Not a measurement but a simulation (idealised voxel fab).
Presented below is a process module, voxel ribs on slabs.
Cross-section cut: width 165 nm, square cells of 5 nm.
For the purposes of this document, a cross-section shall be understood as a grid of square cells, specified as bands listed in top-to-bottom order, each band consisting of one or more rows of cells.
Each band's line starts with the height of the band's top and of its bottom, in nm. Then come its materials from left to right, each with its width in nm. One material with "throughout" fills the band from edge to edge. "air" is empty space.
Heights are expressed relative to 0, this being the level below which the as-received wafer comprises one material exclusively. The lowest band is unbounded in the downward direction and is denoted as in "0 -> down".
Per-row width for "30..40": begins at first number (top row of band), ends at second number (bottom row), increment between rows held constant.
Reading "left unchanged" for a step: not a cell of the cross-section changed in it.
Reported under the label "Enclosed voids" are the empty spaces having no open way to the top and comprising 8 cells or more; the notation for each is width x height at distance, in which the distance is measured from the left edge and all three values are in nm.
On a step's line, text after the settings is the simulator commenting on that step.
overlay nm: for a step with a mask, the amount by which the mask lay right of where it was planned; a negative amount means left of it.

# plan
1,RECEIVE,material Si
2,DIRECTIONAL_DEP,material SiO2,thk nm 30
3,DIRECTIONAL_DEP,material polySi,thk nm 20
4,MASKED_ETCH,tone cover,mask id RIB,width nm 30,etch materials polySi,depth nm 15,overlay nm 0
5,MASKED_ETCH,tone cover,mask id SLAB,width nm 70,etch materials polySi,depth nm 5,overlay nm 0
6,FILL_DEP,material SiO2,thk nm 20
7,CMP,height nm 60
8,DIRECTIONAL_DEP,material W,thk nm 5
9,PATTERN,tone cover,mask id HEATER,material resist,width nm 40,thk nm 20,overlay nm 0
10,DIRECTIONAL_ETCH,etch materials W,depth nm 5
11,STRIP,etch materials resist
12,CONFORMAL_DEP,material SiO2,thk nm 5

# First of the two wafers, run per plan

# As-received state of the wafer in cross-section, equivalent to post-step 1
  0 -> down: Si throughout
  Enclosed voids: none

# Step 2 done - wafer cross-section
  30 -> 0: SiO2 throughout
  Under the height 0 nothing was changed.

# Step 3 done - wafer cross-section
  50 -> 30: polySi throughout
  Under the height 30 nothing was changed.

# Step 4 done - wafer cross-section
  50 -> 35: 65 nm air; 30 nm polySi; 70 nm air
  Under the height 35 nothing was changed.

# Step 5 done - wafer cross-section
  50 -> 35: 65 nm air; 30 nm polySi; 70 nm air
  35 -> 30: 45 nm air; 70 nm polySi; 50 nm air
  Under the height 30 nothing was changed.

# Step 6 done - wafer cross-section
  70 -> 50: SiO2 throughout
  50 -> 35: 65 nm SiO2; 30 nm polySi; 70 nm SiO2
  35 -> 30: 45 nm SiO2; 70 nm polySi; 50 nm SiO2
  Under the height 30 nothing was changed.

# Step 7 done - wafer cross-section
  60 -> 50: SiO2 throughout
  Under the height 50 nothing was changed.

# Step 8 done - wafer cross-section
  65 -> 60: W throughout
  Under the height 60 nothing was changed.

# Step 9 done - wafer cross-section
  85 -> 65: 60 nm air; 40 nm resist; 65 nm air
  Under the height 65 nothing was changed.

# Step 10 done - wafer cross-section
  85 -> 65: 60 nm air; 40 nm resist; 65 nm air
  65 -> 60: 60 nm air; 40 nm W; 65 nm air
  Under the height 60 nothing was changed.

# Step 11 done - wafer cross-section
  65 -> 60: 60 nm air; 40 nm W; 65 nm air
  Under the height 60 nothing was changed.

# Step 12 done - wafer cross-section
  70 -> 65: 55 nm air; 50 nm SiO2; 60 nm air
  65 -> 60: 60 nm SiO2; 40 nm W; 65 nm SiO2
  Under the height 60 nothing was changed.

# Notes, second wafer: start = first wafer's, plan = first wafer's, execution had one mistake; history identical to first through step 8

# Here is the second wafer in cross-section at the point where step 9 of the plan should have been done
  85 -> 65: 70 nm air; 40 nm resist; 55 nm air
  Under the height 65 nothing was changed.

# Here is the second wafer in cross-section at the point where step 10 of the plan should have been done
  85 -> 65: 70 nm air; 40 nm resist; 55 nm air
  65 -> 60: 70 nm air; 40 nm W; 55 nm air
  Under the height 60 nothing was changed.

# Here is the second wafer in cross-section at the point where step 11 of the plan should have been done
  65 -> 60: 70 nm air; 40 nm W; 55 nm air
  Under the height 60 nothing was changed.

# Here is the second wafer in cross-section at the point where step 12 of the plan should have been done
  70 -> 65: 65 nm air; 50 nm SiO2; 50 nm air
  65 -> 60: 70 nm SiO2; 40 nm W; 55 nm SiO2
  Under the height 60 nothing was changed.
Against the plan, the run slipped here: step 9 ran as: PATTERN,tone cover,mask id HEATER,material resist,width nm 40,thk nm 20,overlay nm 10
Final state: per-material cell counts identical on both wafers; locations differ.
